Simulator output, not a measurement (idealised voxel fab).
process module | voxel transistor to metal
cross-section cut | 170 nm wide | cells 5 nm
A cross-section is a grid of square cells, given in bands from the top down. A band is one or more rows of cells.
Each band's line starts with the height of the band's top and of its bottom, in nm. Then come its materials from left to right, each with its width in nm. One material with "throughout" fills the band from edge to edge. "air" is empty space.
Height 0 is the level under which the wafer as received is all one material. The lowest band goes on downwards, as in "0 down".
A width such as "30 to 40" changes by the same amount from each row of cells to the next, from the band's top row to its bottom row.
"no change" after a step means that no cell of the cross-section changed.
closed voids: empty space of 8 cells or more with no open way to the top, each as width x height at its distance from the left edge, in nm
after a step's settings: what the simulator itself notes on the step
overlay nm, on a step with a mask: how far to the right of its planned place the mask lay; to the left if negative
plan
1 op RECEIVE | material Si
2 op OXIDIZE | depth nm 5
3 op CONFORMAL_DEP | material SiN | thk nm 15
4 op PATTERN | tone cover | mask id ACTIVE | material resist | width nm 100 | thk nm 15 | overlay nm 0
5 op DIRECTIONAL_ETCH | etch materials SiN | depth nm 15
6 op DIRECTIONAL_ETCH | etch materials SiO2 | depth nm 5
7 op DIRECTIONAL_ETCH | etch materials Si | depth nm 25
8 op STRIP | etch materials resist
9 op OXIDIZE | depth nm 5
10 op FILL_DEP | material SiO2 | thk nm 5
11 op CMP | height nm 15
12 op SELECTIVE_ETCH | etch materials SiO2 | depth nm 5
13 op STRIP | etch materials SiN
14 op SELECTIVE_ETCH | etch materials SiO2 | depth nm 5
15 op OXIDIZE | depth nm 5
16 op DIRECTIONAL_DEP | material polySi | thk nm 30
17 op DIRECTIONAL_DEP | material SiCN | thk nm 10
18 op PATTERN | tone cover | mask id GATE | material resist | width nm 20 | thk nm 15 | overlay nm 0
19 op DIRECTIONAL_ETCH | etch materials SiCN | depth nm 20
20 op DIRECTIONAL_ETCH | etch materials polySi | depth nm 40
21 op STRIP | etch materials resist
22 op CONFORMAL_DEP | material SiO2 | thk nm 5
23 op DIRECTIONAL_ETCH | etch materials SiO2 | depth nm 5
24 op CONFORMAL_DEP | material SiN | thk nm 5
25 op DIRECTIONAL_ETCH | etch materials SiN | depth nm 5
26 op DIRECTIONAL_ETCH | etch materials SiO2 | depth nm 5
27 op DIRECTIONAL_ETCH | etch materials Si | depth nm 5
28 op EPI | material pSi | thk nm 5
29 op FILL_DEP | material SiO2 | thk nm 10
30 op CMP | height nm 35
31 op DIRECTIONAL_DEP | material SiO2 | thk nm 15
32 op MASKED_ETCH | tone open | mask id CONTACT | width nm 30 | pitch nm 60 | etch materials SiO2 | depth nm 60 | overlay nm 0
33 op CONFORMAL_DEP | material TiN | thk nm 5
34 op FILL_DEP | material W | thk nm 5
35 op CMP | height nm 50
36 op CONFORMAL_DEP | material SiN | thk nm 5
37 op DIRECTIONAL_DEP | material SiO2 | thk nm 15
38 op DIRECTIONAL_DEP | material aC | thk nm 15
39 op PATTERN | tone open | mask id METAL_1 | material resist | width nm 20 | pitch nm 70 | thk nm 30 | overlay nm 0
40 op DIRECTIONAL_ETCH | etch materials aC | depth nm 15
41 op STRIP | etch materials resist
42 op DIRECTIONAL_ETCH | etch materials SiO2 | depth nm 15
43 op DIRECTIONAL_ETCH | etch materials SiN | depth nm 5
44 op STRIP | etch materials aC
45 op CONFORMAL_DEP | material TiN | thk nm 5
46 op FILL_DEP | material Cu | thk nm 5
47 op CMP | height nm 70
48 op CONFORMAL_DEP | material SiN | thk nm 5
first wafer, as planned
as received, after step 1
  0 down: Si throughout
  closed voids: none
after step 2
  0 to -5: SiO2 throughout
  below -5: unchanged
after step 3
  15 to 0: SiN throughout
  below 0: unchanged
after step 4
  30 to 15: air 35 | resist 100 | air 35
  below 15: unchanged
after step 5
  30 to 15: air 35 | resist 100 | air 35
  15 to 0: air 35 | SiN 100 | air 35
  below 0: unchanged
after step 6
  30 to 15: air 35 | resist 100 | air 35
  15 to 0: air 35 | SiN 100 | air 35
  0 to -5: air 35 | SiO2 100 | air 35
  below -5: unchanged
after step 7
  30 to 15: air 35 | resist 100 | air 35
  15 to 0: air 35 | SiN 100 | air 35
  0 to -5: air 35 | SiO2 100 | air 35
  -5 to -30: air 35 | Si 100 | air 35
  below -30: unchanged
after step 8
  15 to 0: air 35 | SiN 100 | air 35
  below 0: unchanged
after step 9
  15 to 0: air 35 | SiN 100 | air 35
  0 to -5: air 35 | SiO2 100 | air 35
  -5 to -30: air 35 | SiO2 5 | Si 90 | SiO2 5 | air 35
  -30 to -35: SiO2 40 | Si 90 | SiO2 40
  below -35: unchanged
after step 10
  20 to 15: SiO2 throughout
  15 to 0: SiO2 35 | SiN 100 | SiO2 35
  0 to -5: SiO2 throughout
  -5 to -35: SiO2 40 | Si 90 | SiO2 40
  below -35: unchanged
after step 11
  15 to 0: SiO2 35 | SiN 100 | SiO2 35
  below 0: unchanged
after step 12
  15 to 10: air 35 | SiN 100 | air 35
  below 10: unchanged
after step 13
  10 to 0: SiO2 35 | air 100 | SiO2 35
  below 0: unchanged
after step 14
  5 to -5: SiO2 30 | air 110 | SiO2 30
  below -5: unchanged
after step 15
  5 to -5: SiO2 30 | air 110 | SiO2 30
  -5 to -10: SiO2 throughout
  below -10: unchanged
after step 16
  35 to 25: polySi 30 | air 110 | polySi 30
  25 to 5: polySi throughout
  5 to -5: SiO2 30 | polySi 110 | SiO2 30
  below -5: unchanged
after step 17
  45 to 35: SiCN 30 | air 110 | SiCN 30
  35 to 25: polySi 30 | SiCN 110 | polySi 30
  below 25: unchanged
after step 18
  60 to 45: air 75 | resist 20 | air 75
  45 to 35: SiCN 30 | air 45 | resist 20 | air 45 | SiCN 30
  below 35: unchanged
after step 19
  60 to 35: air 75 | resist 20 | air 75
  35 to 25: polySi 30 | air 45 | SiCN 20 | air 45 | polySi 30
  below 25: unchanged
after step 20
  60 to 35: air 75 | resist 20 | air 75
  35 to 25: air 75 | SiCN 20 | air 75
  25 to 5: air 75 | polySi 20 | air 75
  5 to -5: SiO2 30 | air 45 | polySi 20 | air 45 | SiO2 30
  below -5: unchanged
after step 21
  35 to 25: air 75 | SiCN 20 | air 75
  below 25: unchanged
after step 22
  40 to 35: air 70 | SiO2 30 | air 70
  35 to 25: air 70 | SiO2 5 | SiCN 20 | SiO2 5 | air 70
  25 to 10: air 70 | SiO2 5 | polySi 20 | SiO2 5 | air 70
  10 to 0: SiO2 35 | air 35 | SiO2 5 | polySi 20 | SiO2 5 | air 35 | SiO2 35
  0 to -5: SiO2 75 | polySi 20 | SiO2 75
  below -5: unchanged
after step 23
  35 to 25: air 70 | SiO2 5 | SiCN 20 | SiO2 5 | air 70
  25 to 5: air 70 | SiO2 5 | polySi 20 | SiO2 5 | air 70
  5 to -5: SiO2 35 | air 35 | SiO2 5 | polySi 20 | SiO2 5 | air 35 | SiO2 35
  below -5: unchanged
after step 24
  40 to 35: air 65 | SiN 40 | air 65
  35 to 25: air 65 | SiN 5 | SiO2 5 | SiCN 20 | SiO2 5 | SiN 5 | air 65
  25 to 10: air 65 | SiN 5 | SiO2 5 | polySi 20 | SiO2 5 | SiN 5 | air 65
  10 to 5: SiN 40 | air 25 | SiN 5 | SiO2 5 | polySi 20 | SiO2 5 | SiN 5 | air 25 | SiN 40
  5 to 0: SiO2 35 | SiN 5 | air 25 | SiN 5 | SiO2 5 | polySi 20 | SiO2 5 | SiN 5 | air 25 | SiN 5 | SiO2 35
  0 to -5: SiO2 35 | SiN 35 | SiO2 5 | polySi 20 | SiO2 5 | SiN 35 | SiO2 35
  below -5: unchanged
after step 25
  35 to 25: air 65 | SiN 5 | SiO2 5 | SiCN 20 | SiO2 5 | SiN 5 | air 65
  25 to 5: air 65 | SiN 5 | SiO2 5 | polySi 20 | SiO2 5 | SiN 5 | air 65
  5 to -5: SiO2 35 | SiN 5 | air 25 | SiN 5 | SiO2 5 | polySi 20 | SiO2 5 | SiN 5 | air 25 | SiN 5 | SiO2 35
  below -5: unchanged
after step 26
  35 to 30: air 65 | SiN 5 | air 5 | SiCN 20 | air 5 | SiN 5 | air 65
  30 to 25: air 65 | SiN 5 | SiO2 5 | SiCN 20 | SiO2 5 | SiN 5 | air 65
  25 to 5: air 65 | SiN 5 | SiO2 5 | polySi 20 | SiO2 5 | SiN 5 | air 65
  5 to 0: air 35 | SiN 5 | air 25 | SiN 5 | SiO2 5 | polySi 20 | SiO2 5 | SiN 5 | air 25 | SiN 5 | air 35
  0 to -5: SiO2 35 | SiN 5 | air 25 | SiN 5 | SiO2 5 | polySi 20 | SiO2 5 | SiN 5 | air 25 | SiN 5 | SiO2 35
  -5 to -10: SiO2 40 | air 25 | SiO2 40 | air 25 | SiO2 40
  below -10: unchanged
after step 27
  35 to 30: air 65 | SiN 5 | air 5 | SiCN 20 | air 5 | SiN 5 | air 65
  30 to 25: air 65 | SiN 5 | SiO2 5 | SiCN 20 | SiO2 5 | SiN 5 | air 65
  25 to 5: air 65 | SiN 5 | SiO2 5 | polySi 20 | SiO2 5 | SiN 5 | air 65
  5 to 0: air 35 | SiN 5 | air 25 | SiN 5 | SiO2 5 | polySi 20 | SiO2 5 | SiN 5 | air 25 | SiN 5 | air 35
  0 to -5: SiO2 35 | SiN 5 | air 25 | SiN 5 | SiO2 5 | polySi 20 | SiO2 5 | SiN 5 | air 25 | SiN 5 | SiO2 35
  -5 to -10: SiO2 40 | air 25 | SiO2 40 | air 25 | SiO2 40
  -10 to -15: SiO2 40 | air 25 | Si 40 | air 25 | SiO2 40
  below -15: unchanged
after step 28
  35 to 30: air 65 | SiN 5 | air 5 | SiCN 20 | air 5 | SiN 5 | air 65
  30 to 25: air 65 | SiN 5 | SiO2 5 | SiCN 20 | SiO2 5 | SiN 5 | air 65
  25 to 5: air 65 | SiN 5 | SiO2 5 | polySi 20 | SiO2 5 | SiN 5 | air 65
  5 to 0: air 35 | SiN 5 | air 25 | SiN 5 | SiO2 5 | polySi 20 | SiO2 5 | SiN 5 | air 25 | SiN 5 | air 35
  0 to -5: SiO2 35 | SiN 5 | air 25 | SiN 5 | SiO2 5 | polySi 20 | SiO2 5 | SiN 5 | air 25 | SiN 5 | SiO2 35
  -5 to -10: SiO2 40 | air 20 | pSi 5 | SiO2 40 | pSi 5 | air 20 | SiO2 40
  -10 to -15: SiO2 40 | pSi 25 | Si 40 | pSi 25 | SiO2 40
  below -15: unchanged
after step 29
  45 to 35: SiO2 throughout
  35 to 25: SiO2 65 | SiN 5 | SiO2 5 | SiCN 20 | SiO2 5 | SiN 5 | SiO2 65
  25 to 5: SiO2 65 | SiN 5 | SiO2 5 | polySi 20 | SiO2 5 | SiN 5 | SiO2 65
  5 to -5: SiO2 35 | SiN 5 | SiO2 25 | SiN 5 | SiO2 5 | polySi 20 | SiO2 5 | SiN 5 | SiO2 25 | SiN 5 | SiO2 35
  -5 to -10: SiO2 60 | pSi 5 | SiO2 40 | pSi 5 | SiO2 60
  below -10: unchanged
after step 30
  35 to 25: SiO2 65 | SiN 5 | SiO2 5 | SiCN 20 | SiO2 5 | SiN 5 | SiO2 65
  below 25: unchanged
after step 31
  50 to 35: SiO2 throughout
  below 35: unchanged
after step 32
  50 to 35: SiO2 40 | air 30 | SiO2 30 | air 30 | SiO2 40
  35 to 25: SiO2 40 | air 25 | SiN 5 | SiO2 5 | SiCN 20 | SiO2 5 | SiN 5 | air 25 | SiO2 40
  25 to 5: SiO2 40 | air 25 | SiN 5 | SiO2 5 | polySi 20 | SiO2 5 | SiN 5 | air 25 | SiO2 40
  5 to -5: SiO2 35 | SiN 5 | air 25 | SiN 5 | SiO2 5 | polySi 20 | SiO2 5 | SiN 5 | air 25 | SiN 5 | SiO2 35
  -5 to -10: SiO2 40 | air 20 | pSi 5 | SiO2 40 | pSi 5 | air 20 | SiO2 40
  below -10: unchanged
after step 33
  55 to 50: TiN 45 | air 20 | TiN 40 | air 20 | TiN 45
  50 to 40: SiO2 40 | TiN 5 | air 20 | TiN 5 | SiO2 30 | TiN 5 | air 20 | TiN 5 | SiO2 40
  40 to 35: SiO2 40 | TiN 5 | air 15 | TiN 10 | SiO2 30 | TiN 10 | air 15 | TiN 5 | SiO2 40
  35 to 25: SiO2 40 | TiN 5 | air 15 | TiN 5 | SiN 5 | SiO2 5 | SiCN 20 | SiO2 5 | SiN 5 | TiN 5 | air 15 | TiN 5 | SiO2 40
  25 to 5: SiO2 40 | TiN 5 | air 15 | TiN 5 | SiN 5 | SiO2 5 | polySi 20 | SiO2 5 | SiN 5 | TiN 5 | air 15 | TiN 5 | SiO2 40
  5 to -5: SiO2 35 | SiN 5 | TiN 5 | air 15 to 10 | TiN 5 to 10 | SiN 5 | SiO2 5 | polySi 20 | SiO2 5 | SiN 5 | TiN 5 to 10 | air 15 to 10 | TiN 5 | SiN 5 | SiO2 35
  -5 to -10: SiO2 40 | TiN 20 | pSi 5 | SiO2 40 | pSi 5 | TiN 20 | SiO2 40
  below -10: unchanged
after step 34
  60 to 55: W throughout
  55 to 50: TiN 45 | W 20 | TiN 40 | W 20 | TiN 45
  50 to 40: SiO2 40 | TiN 5 | W 20 | TiN 5 | SiO2 30 | TiN 5 | W 20 | TiN 5 | SiO2 40
  40 to 35: SiO2 40 | TiN 5 | W 15 | TiN 10 | SiO2 30 | TiN 10 | W 15 | TiN 5 | SiO2 40
  35 to 25: SiO2 40 | TiN 5 | W 15 | TiN 5 | SiN 5 | SiO2 5 | SiCN 20 | SiO2 5 | SiN 5 | TiN 5 | W 15 | TiN 5 | SiO2 40
  25 to 5: SiO2 40 | TiN 5 | W 15 | TiN 5 | SiN 5 | SiO2 5 | polySi 20 | SiO2 5 | SiN 5 | TiN 5 | W 15 | TiN 5 | SiO2 40
  5 to -5: SiO2 35 | SiN 5 | TiN 5 | W 15 to 10 | TiN 5 to 10 | SiN 5 | SiO2 5 | polySi 20 | SiO2 5 | SiN 5 | TiN 5 to 10 | W 15 to 10 | TiN 5 | SiN 5 | SiO2 35
  below -5: unchanged
after step 35
  50 to 40: SiO2 40 | TiN 5 | W 20 | TiN 5 | SiO2 30 | TiN 5 | W 20 | TiN 5 | SiO2 40
  below 40: unchanged
after step 36
  55 to 50: SiN throughout
  below 50: unchanged
after step 37
  70 to 55: SiO2 throughout
  below 55: unchanged
after step 38
  85 to 70: aC throughout
  below 70: unchanged
after step 39
  115 to 85: resist 40 | air 20 | resist 50 | air 20 | resist 40
  below 85: unchanged
after step 40
  100 to 85: resist 40 | air 20 | resist 50 | air 20 | resist 40
  85 to 70: aC 40 | air 20 | aC 50 | air 20 | aC 40
  below 70: unchanged
after step 41
  85 to 70: aC 40 | air 20 | aC 50 | air 20 | aC 40
  below 70: unchanged
after step 42
  85 to 70: aC 40 | air 20 | aC 50 | air 20 | aC 40
  70 to 55: SiO2 40 | air 20 | SiO2 50 | air 20 | SiO2 40
  below 55: unchanged
after step 43
  85 to 70: aC 40 | air 20 | aC 50 | air 20 | aC 40
  70 to 55: SiO2 40 | air 20 | SiO2 50 | air 20 | SiO2 40
  55 to 50: SiN 40 | air 20 | SiN 50 | air 20 | SiN 40
  below 50: unchanged
after step 44
  70 to 55: SiO2 40 | air 20 | SiO2 50 | air 20 | SiO2 40
  below 55: unchanged
after step 45
  75 to 70: TiN 45 | air 10 | TiN 60 | air 10 | TiN 45
  70 to 55: SiO2 40 | TiN 5 | air 10 | TiN 5 | SiO2 50 | TiN 5 | air 10 | TiN 5 | SiO2 40
  55 to 50: SiN 40 | TiN 20 | SiN 50 | TiN 20 | SiN 40
  below 50: unchanged
after step 46
  80 to 75: Cu throughout
  75 to 70: TiN 45 | Cu 10 | TiN 60 | Cu 10 | TiN 45
  70 to 55: SiO2 40 | TiN 5 | Cu 10 | TiN 5 | SiO2 50 | TiN 5 | Cu 10 | TiN 5 | SiO2 40
  below 55: unchanged
after step 47
  70 to 55: SiO2 40 | TiN 5 | Cu 10 | TiN 5 | SiO2 50 | TiN 5 | Cu 10 | TiN 5 | SiO2 40
  below 55: unchanged
after step 48
  75 to 70: SiN throughout
  below 70: unchanged
second wafer: like start, like plan, one mistake. Through step 3 it matches the first wafer
when step 4 should have ended
  30 to 15: air 25 | resist 100 | air 45
  below 15: unchanged
when step 5 should have ended
  30 to 15: air 25 | resist 100 | air 45
  15 to 0: air 25 | SiN 100 | air 45
  below 0: unchanged
when step 6 should have ended
  30 to 15: air 25 | resist 100 | air 45
  15 to 0: air 25 | SiN 100 | air 45
  0 to -5: air 25 | SiO2 100 | air 45
  below -5: unchanged
when step 7 should have ended
  30 to 15: air 25 | resist 100 | air 45
  15 to 0: air 25 | SiN 100 | air 45
  0 to -5: air 25 | SiO2 100 | air 45
  -5 to -30: air 25 | Si 100 | air 45
  below -30: unchanged
when step 8 should have ended
  15 to 0: air 25 | SiN 100 | air 45
  below 0: unchanged
when step 9 should have ended
  15 to 0: air 25 | SiN 100 | air 45
  0 to -5: air 25 | SiO2 100 | air 45
  -5 to -30: air 25 | SiO2 5 | Si 90 | SiO2 5 | air 45
  -30 to -35: SiO2 30 | Si 90 | SiO2 50
  below -35: unchanged
when step 10 should have ended
  20 to 15: SiO2 throughout
  15 to 0: SiO2 25 | SiN 100 | SiO2 45
  0 to -5: SiO2 throughout
  -5 to -35: SiO2 30 | Si 90 | SiO2 50
  below -35: unchanged
when step 11 should have ended
  15 to 0: SiO2 25 | SiN 100 | SiO2 45
  below 0: unchanged
when step 12 should have ended
  15 to 10: air 25 | SiN 100 | air 45
  below 10: unchanged
when step 13 should have ended
  10 to 0: SiO2 25 | air 100 | SiO2 45
  below 0: unchanged
when step 14 should have ended
  5 to -5: SiO2 20 | air 110 | SiO2 40
  below -5: unchanged
when step 15 should have ended
  5 to -5: SiO2 20 | air 110 | SiO2 40
  -5 to -10: SiO2 throughout
  below -10: unchanged
when step 16 should have ended
  35 to 25: polySi 20 | air 110 | polySi 40
  25 to 5: polySi throughout
  5 to -5: SiO2 20 | polySi 110 | SiO2 40
  below -5: unchanged
when step 17 should have ended
  45 to 35: SiCN 20 | air 110 | SiCN 40
  35 to 25: polySi 20 | SiCN 110 | polySi 40
  below 25: unchanged
when step 18 should have ended
  60 to 45: air 75 | resist 20 | air 75
  45 to 35: SiCN 20 | air 55 | resist 20 | air 35 | SiCN 40
  below 35: unchanged
when step 19 should have ended
  60 to 35: air 75 | resist 20 | air 75
  35 to 25: polySi 20 | air 55 | SiCN 20 | air 35 | polySi 40
  below 25: unchanged
when step 20 should have ended
  60 to 35: air 75 | resist 20 | air 75
  35 to 25: air 75 | SiCN 20 | air 75
  25 to 5: air 75 | polySi 20 | air 75
  5 to -5: SiO2 20 | air 55 | polySi 20 | air 35 | SiO2 40
  below -5: unchanged
when step 21 should have ended
  35 to 25: air 75 | SiCN 20 | air 75
  below 25: unchanged
when step 22 should have ended
  40 to 35: air 70 | SiO2 30 | air 70
  35 to 25: air 70 | SiO2 5 | SiCN 20 | SiO2 5 | air 70
  25 to 10: air 70 | SiO2 5 | polySi 20 | SiO2 5 | air 70
  10 to 0: SiO2 25 | air 45 | SiO2 5 | polySi 20 | SiO2 5 | air 25 | SiO2 45
  0 to -5: SiO2 75 | polySi 20 | SiO2 75
  below -5: unchanged
when step 23 should have ended
  35 to 25: air 70 | SiO2 5 | SiCN 20 | SiO2 5 | air 70
  25 to 5: air 70 | SiO2 5 | polySi 20 | SiO2 5 | air 70
  5 to -5: SiO2 25 | air 45 | SiO2 5 | polySi 20 | SiO2 5 | air 25 | SiO2 45
  below -5: unchanged
when step 24 should have ended
  40 to 35: air 65 | SiN 40 | air 65
  35 to 25: air 65 | SiN 5 | SiO2 5 | SiCN 20 | SiO2 5 | SiN 5 | air 65
  25 to 10: air 65 | SiN 5 | SiO2 5 | polySi 20 | SiO2 5 | SiN 5 | air 65
  10 to 5: SiN 30 | air 35 | SiN 5 | SiO2 5 | polySi 20 | SiO2 5 | SiN 5 | air 15 | SiN 50
  5 to 0: SiO2 25 | SiN 5 | air 35 | SiN 5 | SiO2 5 | polySi 20 | SiO2 5 | SiN 5 | air 15 | SiN 5 | SiO2 45
  0 to -5: SiO2 25 | SiN 45 | SiO2 5 | polySi 20 | SiO2 5 | SiN 25 | SiO2 45
  below -5: unchanged
when step 25 should have ended
  35 to 25: air 65 | SiN 5 | SiO2 5 | SiCN 20 | SiO2 5 | SiN 5 | air 65
  25 to 5: air 65 | SiN 5 | SiO2 5 | polySi 20 | SiO2 5 | SiN 5 | air 65
  5 to -5: SiO2 25 | SiN 5 | air 35 | SiN 5 | SiO2 5 | polySi 20 | SiO2 5 | SiN 5 | air 15 | SiN 5 | SiO2 45
  below -5: unchanged
when step 26 should have ended
  35 to 30: air 65 | SiN 5 | air 5 | SiCN 20 | air 5 | SiN 5 | air 65
  30 to 25: air 65 | SiN 5 | SiO2 5 | SiCN 20 | SiO2 5 | SiN 5 | air 65
  25 to 5: air 65 | SiN 5 | SiO2 5 | polySi 20 | SiO2 5 | SiN 5 | air 65
  5 to 0: air 25 | SiN 5 | air 35 | SiN 5 | SiO2 5 | polySi 20 | SiO2 5 | SiN 5 | air 15 | SiN 5 | air 45
  0 to -5: SiO2 25 | SiN 5 | air 35 | SiN 5 | SiO2 5 | polySi 20 | SiO2 5 | SiN 5 | air 15 | SiN 5 | SiO2 45
  -5 to -10: SiO2 30 | air 35 | SiO2 40 | air 15 | SiO2 50
  below -10: unchanged
when step 27 should have ended
  35 to 30: air 65 | SiN 5 | air 5 | SiCN 20 | air 5 | SiN 5 | air 65
  30 to 25: air 65 | SiN 5 | SiO2 5 | SiCN 20 | SiO2 5 | SiN 5 | air 65
  25 to 5: air 65 | SiN 5 | SiO2 5 | polySi 20 | SiO2 5 | SiN 5 | air 65
  5 to 0: air 25 | SiN 5 | air 35 | SiN 5 | SiO2 5 | polySi 20 | SiO2 5 | SiN 5 | air 15 | SiN 5 | air 45
  0 to -5: SiO2 25 | SiN 5 | air 35 | SiN 5 | SiO2 5 | polySi 20 | SiO2 5 | SiN 5 | air 15 | SiN 5 | SiO2 45
  -5 to -10: SiO2 30 | air 35 | SiO2 40 | air 15 | SiO2 50
  -10 to -15: SiO2 30 | air 35 | Si 40 | air 15 | SiO2 50
  below -15: unchanged
when step 28 should have ended
  35 to 30: air 65 | SiN 5 | air 5 | SiCN 20 | air 5 | SiN 5 | air 65
  30 to 25: air 65 | SiN 5 | SiO2 5 | SiCN 20 | SiO2 5 | SiN 5 | air 65
  25 to 5: air 65 | SiN 5 | SiO2 5 | polySi 20 | SiO2 5 | SiN 5 | air 65
  5 to 0: air 25 | SiN 5 | air 35 | SiN 5 | SiO2 5 | polySi 20 | SiO2 5 | SiN 5 | air 15 | SiN 5 | air 45
  0 to -5: SiO2 25 | SiN 5 | air 35 | SiN 5 | SiO2 5 | polySi 20 | SiO2 5 | SiN 5 | air 15 | SiN 5 | SiO2 45
  -5 to -10: SiO2 30 | air 30 | pSi 5 | SiO2 40 | pSi 5 | air 10 | SiO2 50
  -10 to -15: SiO2 30 | pSi 35 | Si 40 | pSi 15 | SiO2 50
  below -15: unchanged
when step 29 should have ended
  45 to 35: SiO2 throughout
  35 to 25: SiO2 65 | SiN 5 | SiO2 5 | SiCN 20 | SiO2 5 | SiN 5 | SiO2 65
  25 to 5: SiO2 65 | SiN 5 | SiO2 5 | polySi 20 | SiO2 5 | SiN 5 | SiO2 65
  5 to -5: SiO2 25 | SiN 5 | SiO2 35 | SiN 5 | SiO2 5 | polySi 20 | SiO2 5 | SiN 5 | SiO2 15 | SiN 5 | SiO2 45
  -5 to -10: SiO2 60 | pSi 5 | SiO2 40 | pSi 5 | SiO2 60
  below -10: unchanged
when step 30 should have ended
  35 to 25: SiO2 65 | SiN 5 | SiO2 5 | SiCN 20 | SiO2 5 | SiN 5 | SiO2 65
  below 25: unchanged
when step 31 should have ended
  50 to 35: SiO2 throughout
  below 35: unchanged
when step 32 should have ended
  50 to 35: SiO2 40 | air 30 | SiO2 30 | air 30 | SiO2 40
  35 to 25: SiO2 40 | air 25 | SiN 5 | SiO2 5 | SiCN 20 | SiO2 5 | SiN 5 | air 25 | SiO2 40
  25 to 5: SiO2 40 | air 25 | SiN 5 | SiO2 5 | polySi 20 | SiO2 5 | SiN 5 | air 25 | SiO2 40
  5 to -5: SiO2 25 | SiN 5 | SiO2 10 | air 25 | SiN 5 | SiO2 5 | polySi 20 | SiO2 5 | SiN 5 | air 15 | SiN 5 | air 5 | SiO2 40
  -5 to -10: SiO2 40 | air 20 | pSi 5 | SiO2 40 | pSi 5 | air 10 | SiO2 5 | air 5 | SiO2 40
  below -10: unchanged
when step 33 should have ended
  55 to 50: TiN 45 | air 20 | TiN 40 | air 20 | TiN 45
  50 to 40: SiO2 40 | TiN 5 | air 20 | TiN 5 | SiO2 30 | TiN 5 | air 20 | TiN 5 | SiO2 40
  40 to 35: SiO2 40 | TiN 5 | air 15 | TiN 10 | SiO2 30 | TiN 10 | air 15 | TiN 5 | SiO2 40
  35 to 25: SiO2 40 | TiN 5 | air 15 | TiN 5 | SiN 5 | SiO2 5 | SiCN 20 | SiO2 5 | SiN 5 | TiN 5 | air 15 | TiN 5 | SiO2 40
  25 to 10: SiO2 40 | TiN 5 | air 15 | TiN 5 | SiN 5 | SiO2 5 | polySi 20 | SiO2 5 | SiN 5 | TiN 5 | air 15 | TiN 5 | SiO2 40
  10 to 5: SiO2 40 | TiN 5 | air 15 | TiN 5 | SiN 5 | SiO2 5 | polySi 20 | SiO2 5 | SiN 5 | TiN 5 | air 5 | TiN 15 | SiO2 40
  5 to 0: SiO2 25 | SiN 5 | SiO2 10 | TiN 5 | air 15 | TiN 5 | SiN 5 | SiO2 5 | polySi 20 | SiO2 5 | SiN 5 | TiN 5 | air 5 | TiN 5 | SiN 5 | TiN 5 | SiO2 40
  0 to -5: SiO2 25 | SiN 5 | SiO2 10 | TiN 5 | air 10 | TiN 10 | SiN 5 | SiO2 5 | polySi 20 | SiO2 5 | SiN 5 | TiN 15 | SiN 5 | TiN 5 | SiO2 40
  -5 to -10: SiO2 40 | TiN 20 | pSi 5 | SiO2 40 | pSi 5 | TiN 10 | SiO2 5 | TiN 5 | SiO2 40
  below -10: unchanged
when step 34 should have ended
  60 to 55: W throughout
  55 to 50: TiN 45 | W 20 | TiN 40 | W 20 | TiN 45
  50 to 40: SiO2 40 | TiN 5 | W 20 | TiN 5 | SiO2 30 | TiN 5 | W 20 | TiN 5 | SiO2 40
  40 to 35: SiO2 40 | TiN 5 | W 15 | TiN 10 | SiO2 30 | TiN 10 | W 15 | TiN 5 | SiO2 40
  35 to 25: SiO2 40 | TiN 5 | W 15 | TiN 5 | SiN 5 | SiO2 5 | SiCN 20 | SiO2 5 | SiN 5 | TiN 5 | W 15 | TiN 5 | SiO2 40
  25 to 10: SiO2 40 | TiN 5 | W 15 | TiN 5 | SiN 5 | SiO2 5 | polySi 20 | SiO2 5 | SiN 5 | TiN 5 | W 15 | TiN 5 | SiO2 40
  10 to 5: SiO2 40 | TiN 5 | W 15 | TiN 5 | SiN 5 | SiO2 5 | polySi 20 | SiO2 5 | SiN 5 | TiN 5 | W 5 | TiN 15 | SiO2 40
  5 to 0: SiO2 25 | SiN 5 | SiO2 10 | TiN 5 | W 15 | TiN 5 | SiN 5 | SiO2 5 | polySi 20 | SiO2 5 | SiN 5 | TiN 5 | W 5 | TiN 5 | SiN 5 | TiN 5 | SiO2 40
  0 to -5: SiO2 25 | SiN 5 | SiO2 10 | TiN 5 | W 10 | TiN 10 | SiN 5 | SiO2 5 | polySi 20 | SiO2 5 | SiN 5 | TiN 15 | SiN 5 | TiN 5 | SiO2 40
  below -5: unchanged
when step 35 should have ended
  50 to 40: SiO2 40 | TiN 5 | W 20 | TiN 5 | SiO2 30 | TiN 5 | W 20 | TiN 5 | SiO2 40
  below 40: unchanged
when step 36 should have ended
  55 to 50: SiN throughout
  below 50: unchanged
when step 37 should have ended
  70 to 55: SiO2 throughout
  below 55: unchanged
when step 38 should have ended
  85 to 70: aC throughout
  below 70: unchanged
when step 39 should have ended
  115 to 85: resist 40 | air 20 | resist 50 | air 20 | resist 40
  below 85: unchanged
when step 40 should have ended
  100 to 85: resist 40 | air 20 | resist 50 | air 20 | resist 40
  85 to 70: aC 40 | air 20 | aC 50 | air 20 | aC 40
  below 70: unchanged
when step 41 should have ended
  85 to 70: aC 40 | air 20 | aC 50 | air 20 | aC 40
  below 70: unchanged
when step 42 should have ended
  85 to 70: aC 40 | air 20 | aC 50 | air 20 | aC 40
  70 to 55: SiO2 40 | air 20 | SiO2 50 | air 20 | SiO2 40
  below 55: unchanged
when step 43 should have ended
  85 to 70: aC 40 | air 20 | aC 50 | air 20 | aC 40
  70 to 55: SiO2 40 | air 20 | SiO2 50 | air 20 | SiO2 40
  55 to 50: SiN 40 | air 20 | SiN 50 | air 20 | SiN 40
  below 50: unchanged
when step 44 should have ended
  70 to 55: SiO2 40 | air 20 | SiO2 50 | air 20 | SiO2 40
  below 55: unchanged
when step 45 should have ended
  75 to 70: TiN 45 | air 10 | TiN 60 | air 10 | TiN 45
  70 to 55: SiO2 40 | TiN 5 | air 10 | TiN 5 | SiO2 50 | TiN 5 | air 10 | TiN 5 | SiO2 40
  55 to 50: SiN 40 | TiN 20 | SiN 50 | TiN 20 | SiN 40
  below 50: unchanged
when step 46 should have ended
  80 to 75: Cu throughout
  75 to 70: TiN 45 | Cu 10 | TiN 60 | Cu 10 | TiN 45
  70 to 55: SiO2 40 | TiN 5 | Cu 10 | TiN 5 | SiO2 50 | TiN 5 | Cu 10 | TiN 5 | SiO2 40
  below 55: unchanged
when step 47 should have ended
  70 to 55: SiO2 40 | TiN 5 | Cu 10 | TiN 5 | SiO2 50 | TiN 5 | Cu 10 | TiN 5 | SiO2 40
  below 55: unchanged
when step 48 should have ended
  75 to 70: SiN throughout
  below 70: unchanged
what went wrong: step 4 ran as: op PATTERN | tone cover | mask id ACTIVE | material resist | width nm 100 | thk nm 15 | overlay nm -10
at the end the second wafer has, in cells: 3 more of SiO2 | 3 more of TiN | 6 fewer of W
